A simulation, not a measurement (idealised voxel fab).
You're looking at the process module voxel wiring stack.
cross-section cut | 255 nm wide | cells 5 nm
Cross-section layout: square cells on a grid; listed as bands, top to bottom; a band spans one or more cell rows. Band: top and bottom heights (nm) first, top before bottom; then materials from left to right, widths in nm. "throughout" marks a sole material filling the band edge to edge. "air" denotes empty space. We count height from 0. Below that, the starting wafer is all one material. The lowest band never ends at the bottom but goes on down; see "0 and below" for how that is written. Top row gets the first number, bottom row gets the second, and each row in between changes by the same step: that is how a band width like "30..40" works. It should be understood that the words "remains unaltered", when stated for a given step, signify that the cross-section underwent no change in any of its cells during that step. So "Fully sealed voids" is basically the list of trapped voids: any empty space of 8 cells or more that can't reach the top through an opening. They're written width x height at distance, the distance being from the left edge, and it's all nm. Anything after a step's settings on that line? It's the simulator's own note about the step. overlay nm: right-of-plan distance of the mask on a masked step; negative values mean left-of-plan.
### Below is the list of planned process steps
1 RECEIVE: material Si
2 CONFORMAL_DEP: material SiO2, thk nm 10
3 DIRECTIONAL_DEP: material TiN, thk nm 5
4 DIRECTIONAL_DEP: material Ru, thk nm 25
5 PATTERN: tone cover, mask id METAL_1, material resist, width nm 25, pitch nm 45, thk nm 20, overlay nm 0
6 DIRECTIONAL_ETCH: etch materials Ru, depth nm 25
7 DIRECTIONAL_ETCH: etch materials TiN, depth nm 5
8 STRIP: etch materials resist
9 CONFORMAL_DEP: material SiN, thk nm 5
10 FILL_DEP: material lowk, thk nm 5
11 CMP: height nm 40
12 CONFORMAL_DEP: material SiCN, thk nm 5
13 DIRECTIONAL_DEP: material lowk, thk nm 25
14 PATTERN: tone open, mask id METAL_2, material resist, width nm 25, pitch nm 45, thk nm 20, overlay nm 0
15 DIRECTIONAL_ETCH: etch materials lowk, depth nm 15
16 STRIP: etch materials resist
17 PATTERN: tone open, mask id METAL_2_HOLES, material resist, width nm 15, pitch nm 45, thk nm 20, overlay nm 0
18 DIRECTIONAL_ETCH: etch materials lowk, depth nm 10
19 DIRECTIONAL_ETCH: etch materials SiCN, depth nm 5
20 STRIP: etch materials resist
21 CONFORMAL_DEP: material TiN, thk nm 5
22 FILL_DEP: material Cu, thk nm 5
23 CMP: height nm 70
24 CONFORMAL_DEP: material SiN, thk nm 5
### The first wafer of two, processed as planned
### Wafer cross-section on receipt, i.e. after step 1
    0 and below  Si throughout
    Fully sealed voids: none
### Cross-sectional representation of the wafer at the conclusion of step 2
    10 down to 0  SiO2 throughout
    Heights below 0 show no change.
### Cross-sectional representation of the wafer at the conclusion of step 3
    15 down to 10  TiN throughout
    Heights below 10 show no change.
### Cross-sectional representation of the wafer at the conclusion of step 4
    40 down to 15  Ru throughout
    Heights below 15 show no change.
### Cross-sectional representation of the wafer at the conclusion of step 5
    60 down to 40  air (45) | resist (25) | air (20) | resist (25) | air (20) | resist (25) | air (20) | resist (25) | air (50)
    Heights below 40 show no change.
### Cross-sectional representation of the wafer at the conclusion of step 6
    60 down to 40  air (45) | resist (25) | air (20) | resist (25) | air (20) | resist (25) | air (20) | resist (25) | air (50)
    40 down to 15  air (45) | Ru (25) | air (20) | Ru (25) | air (20) | Ru (25) | air (20) | Ru (25) | air (50)
    Heights below 15 show no change.
### Cross-sectional representation of the wafer at the conclusion of step 7
    60 down to 40  air (45) | resist (25) | air (20) | resist (25) | air (20) | resist (25) | air (20) | resist (25) | air (50)
    40 down to 15  air (45) | Ru (25) | air (20) | Ru (25) | air (20) | Ru (25) | air (20) | Ru (25) | air (50)
    15 down to 10  air (45) | TiN (25) | air (20) | TiN (25) | air (20) | TiN (25) | air (20) | TiN (25) | air (50)
    Heights below 10 show no change.
### Cross-sectional representation of the wafer at the conclusion of step 8
    40 down to 15  air (45) | Ru (25) | air (20) | Ru (25) | air (20) | Ru (25) | air (20) | Ru (25) | air (50)
    Heights below 15 show no change.
### Cross-sectional representation of the wafer at the conclusion of step 9
    45 down to 40  air (40) | SiN (35) | air (10) | SiN (35) | air (10) | SiN (35) | air (10) | SiN (35) | air (45)
    40 down to 15  air (40) | SiN (5) | Ru (25) | SiN (5) | air (10) | SiN (5) | Ru (25) | SiN (5) | air (10) | SiN (5) | Ru (25) | SiN (5) | air (10) | SiN (5) | Ru (25) | SiN (5) | air (45)
    15 down to 10  SiN (45) | TiN (25) | SiN (20) | TiN (25) | SiN (20) | TiN (25) | SiN (20) | TiN (25) | SiN (50)
    Heights below 10 show no change.
### Cross-sectional representation of the wafer at the conclusion of step 10
    50 down to 45  lowk throughout
    45 down to 40  lowk (40) | SiN (35) | lowk (10) | SiN (35) | lowk (10) | SiN (35) | lowk (10) | SiN (35) | lowk (45)
    40 down to 15  lowk (40) | SiN (5) | Ru (25) | SiN (5) | lowk (10) | SiN (5) | Ru (25) | SiN (5) | lowk (10) | SiN (5) | Ru (25) | SiN (5) | lowk (10) | SiN (5) | Ru (25) | SiN (5) | lowk (45)
    Heights below 15 show no change.
### Cross-sectional representation of the wafer at the conclusion of step 11
    40 down to 15  lowk (40) | SiN (5) | Ru (25) | SiN (5) | lowk (10) | SiN (5) | Ru (25) | SiN (5) | lowk (10) | SiN (5) | Ru (25) | SiN (5) | lowk (10) | SiN (5) | Ru (25) | SiN (5) | lowk (45)
    Heights below 15 show no change.
### Cross-sectional representation of the wafer at the conclusion of step 12
    45 down to 40  SiCN throughout
    Heights below 40 show no change.
### Cross-sectional representation of the wafer at the conclusion of step 13
    70 down to 45  lowk throughout
    Heights below 45 show no change.
### Cross-sectional representation of the wafer at the conclusion of step 14
    90 down to 70  resist (45) | air (25) | resist (20) | air (25) | resist (20) | air (25) | resist (20) | air (25) | resist (50)
    Heights below 70 show no change.
### Cross-sectional representation of the wafer at the conclusion of step 15
    90 down to 70  resist (45) | air (25) | resist (20) | air (25) | resist (20) | air (25) | resist (20) | air (25) | resist (50)
    70 down to 55  lowk (45) | air (25) | lowk (20) | air (25) | lowk (20) | air (25) | lowk (20) | air (25) | lowk (50)
    Heights below 55 show no change.
### Cross-sectional representation of the wafer at the conclusion of step 16
    70 down to 55  lowk (45) | air (25) | lowk (20) | air (25) | lowk (20) | air (25) | lowk (20) | air (25) | lowk (50)
    Heights below 55 show no change.
### Cross-sectional representation of the wafer at the conclusion of step 17
    90 down to 70  resist (45) | air (15) | resist (30) | air (15) | resist (30) | air (15) | resist (30) | air (15) | resist (60)
    70 down to 55  lowk (45) | air (15) | resist (10) | lowk (20) | air (15) | resist (10) | lowk (20) | air (15) | resist (10) | lowk (20) | air (15) | resist (10) | lowk (50)
    Heights below 55 show no change.
### Cross-sectional representation of the wafer at the conclusion of step 18
    90 down to 70  resist (45) | air (15) | resist (30) | air (15) | resist (30) | air (15) | resist (30) | air (15) | resist (60)
    70 down to 55  lowk (45) | air (15) | resist (10) | lowk (20) | air (15) | resist (10) | lowk (20) | air (15) | resist (10) | lowk (20) | air (15) | resist (10) | lowk (50)
    55 down to 45  lowk (45) | air (15) | lowk (30) | air (15) | lowk (30) | air (15) | lowk (30) | air (15) | lowk (60)
    Heights below 45 show no change.
### Cross-sectional representation of the wafer at the conclusion of step 19
    90 down to 70  resist (45) | air (15) | resist (30) | air (15) | resist (30) | air (15) | resist (30) | air (15) | resist (60)
    70 down to 55  lowk (45) | air (15) | resist (10) | lowk (20) | air (15) | resist (10) | lowk (20) | air (15) | resist (10) | lowk (20) | air (15) | resist (10) | lowk (50)
    55 down to 45  lowk (45) | air (15) | lowk (30) | air (15) | lowk (30) | air (15) | lowk (30) | air (15) | lowk (60)
    45 down to 40  SiCN (45) | air (15) | SiCN (30) | air (15) | SiCN (30) | air (15) | SiCN (30) | air (15) | SiCN (60)
    Heights below 40 show no change.
### Cross-sectional representation of the wafer at the conclusion of step 20
    70 down to 55  lowk (45) | air (25) | lowk (20) | air (25) | lowk (20) | air (25) | lowk (20) | air (25) | lowk (50)
    Heights below 55 show no change.
### Cross-sectional representation of the wafer at the conclusion of step 21
    75 down to 70  TiN (50) | air (15) | TiN (30) | air (15) | TiN (30) | air (15) | TiN (30) | air (15) | TiN (55)
    70 down to 60  lowk (45) | TiN (5) | air (15) | TiN (5) | lowk (20) | TiN (5) | air (15) | TiN (5) | lowk (20) | TiN (5) | air (15) | TiN (5) | lowk (20) | TiN (5) | air (15) | TiN (5) | lowk (50)
    60 down to 55  lowk (45) | TiN (5) | air (5) | TiN (15) | lowk (20) | TiN (5) | air (5) | TiN (15) | lowk (20) | TiN (5) | air (5) | TiN (15) | lowk (20) | TiN (5) | air (5) | TiN (15) | lowk (50)
    55 down to 45  lowk (45) | TiN (5) | air (5) | TiN (5) | lowk (30) | TiN (5) | air (5) | TiN (5) | lowk (30) | TiN (5) | air (5) | TiN (5) | lowk (30) | TiN (5) | air (5) | TiN (5) | lowk (60)
    45 down to 40  SiCN (45) | TiN (15) | SiCN (30) | TiN (15) | SiCN (30) | TiN (15) | SiCN (30) | TiN (15) | SiCN (60)
    Heights below 40 show no change.
### Cross-sectional representation of the wafer at the conclusion of step 22
    80 down to 75  Cu throughout
    75 down to 70  TiN (50) | Cu (15) | TiN (30) | Cu (15) | TiN (30) | Cu (15) | TiN (30) | Cu (15) | TiN (55)
    70 down to 60  lowk (45) | TiN (5) | Cu (15) | TiN (5) | lowk (20) | TiN (5) | Cu (15) | TiN (5) | lowk (20) | TiN (5) | Cu (15) | TiN (5) | lowk (20) | TiN (5) | Cu (15) | TiN (5) | lowk (50)
    60 down to 55  lowk (45) | TiN (5) | Cu (5) | TiN (15) | lowk (20) | TiN (5) | Cu (5) | TiN (15) | lowk (20) | TiN (5) | Cu (5) | TiN (15) | lowk (20) | TiN (5) | Cu (5) | TiN (15) | lowk (50)
    55 down to 45  lowk (45) | TiN (5) | Cu (5) | TiN (5) | lowk (30) | TiN (5) | Cu (5) | TiN (5) | lowk (30) | TiN (5) | Cu (5) | TiN (5) | lowk (30) | TiN (5) | Cu (5) | TiN (5) | lowk (60)
    Heights below 45 show no change.
### Cross-sectional representation of the wafer at the conclusion of step 23
    70 down to 60  lowk (45) | TiN (5) | Cu (15) | TiN (5) | lowk (20) | TiN (5) | Cu (15) | TiN (5) | lowk (20) | TiN (5) | Cu (15) | TiN (5) | lowk (20) | TiN (5) | Cu (15) | TiN (5) | lowk (50)
    Heights below 60 show no change.
### Cross-sectional representation of the wafer at the conclusion of step 24
    75 down to 70  SiN throughout
    Heights below 70 show no change.
### Notes, second wafer: start = first wafer's, plan = first wafer's, execution had one mistake; history identical to first through step 16
### X-section, second wafer, when step 17 was due to finish
    90 down to 70  air (45) | resist (15) | air (30) | resist (15) | air (30) | resist (15) | air (30) | resist (15) | air (60)
    70 down to 55  lowk (45) | resist (15) | air (10) | lowk (20) | resist (15) | air (10) | lowk (20) | resist (15) | air (10) | lowk (20) | resist (15) | air (10) | lowk (50)
    Heights below 55 show no change.
### X-section, second wafer, when step 18 was due to finish
    90 down to 60  air (45) | resist (15) | air (30) | resist (15) | air (30) | resist (15) | air (30) | resist (15) | air (60)
    60 down to 55  lowk (45) | resist (15) | air (10) | lowk (20) | resist (15) | air (10) | lowk (20) | resist (15) | air (10) | lowk (20) | resist (15) | air (10) | lowk (50)
    55 down to 45  lowk (60) | air (10) | lowk (35) | air (10) | lowk (35) | air (10) | lowk (35) | air (10) | lowk (50)
    Heights below 45 show no change.
### X-section, second wafer, when step 19 was due to finish
    90 down to 60  air (45) | resist (15) | air (30) | resist (15) | air (30) | resist (15) | air (30) | resist (15) | air (60)
    60 down to 55  lowk (45) | resist (15) | air (10) | lowk (20) | resist (15) | air (10) | lowk (20) | resist (15) | air (10) | lowk (20) | resist (15) | air (10) | lowk (50)
    55 down to 45  lowk (60) | air (10) | lowk (35) | air (10) | lowk (35) | air (10) | lowk (35) | air (10) | lowk (50)
    45 down to 40  SiCN (60) | air (10) | SiCN (35) | air (10) | SiCN (35) | air (10) | SiCN (35) | air (10) | SiCN (50)
    Heights below 40 show no change.
### X-section, second wafer, when step 20 was due to finish
    60 down to 55  lowk (45) | air (25) | lowk (20) | air (25) | lowk (20) | air (25) | lowk (20) | air (25) | lowk (50)
    Heights below 55 show no change.
### X-section, second wafer, when step 21 was due to finish
    65 down to 60  TiN (50) | air (15) | TiN (30) | air (15) | TiN (30) | air (15) | TiN (30) | air (15) | TiN (55)
    60 down to 55  lowk (45) | TiN (25) | lowk (20) | TiN (25) | lowk (20) | TiN (25) | lowk (20) | TiN (25) | lowk (50)
    55 down to 45  lowk (60) | TiN (10) | lowk (35) | TiN (10) | lowk (35) | TiN (10) | lowk (35) | TiN (10) | lowk (50)
    45 down to 40  SiCN (60) | TiN (10) | SiCN (35) | TiN (10) | SiCN (35) | TiN (10) | SiCN (35) | TiN (10) | SiCN (50)
    Heights below 40 show no change.
### X-section, second wafer, when step 22 was due to finish
    70 down to 65  Cu throughout
    65 down to 60  TiN (50) | Cu (15) | TiN (30) | Cu (15) | TiN (30) | Cu (15) | TiN (30) | Cu (15) | TiN (55)
    Heights below 60 show no change.
X-section, second wafer, when step 23 was due to finish: remains unaltered
### X-section, second wafer, when step 24 was due to finish
    75 down to 70  SiN throughout
    Heights below 70 show no change.
Diagnosis: step 17 did not use the planned setting and instead ran as PATTERN: tone cover, mask id METAL_2_HOLES, material resist, width nm 15, pitch nm 45, thk nm 20, overlay nm 0
Final cells, second wafer relative to first, materials higher or lower: +27 Cu | +4 SiCN | +23 TiN | -54 lowk
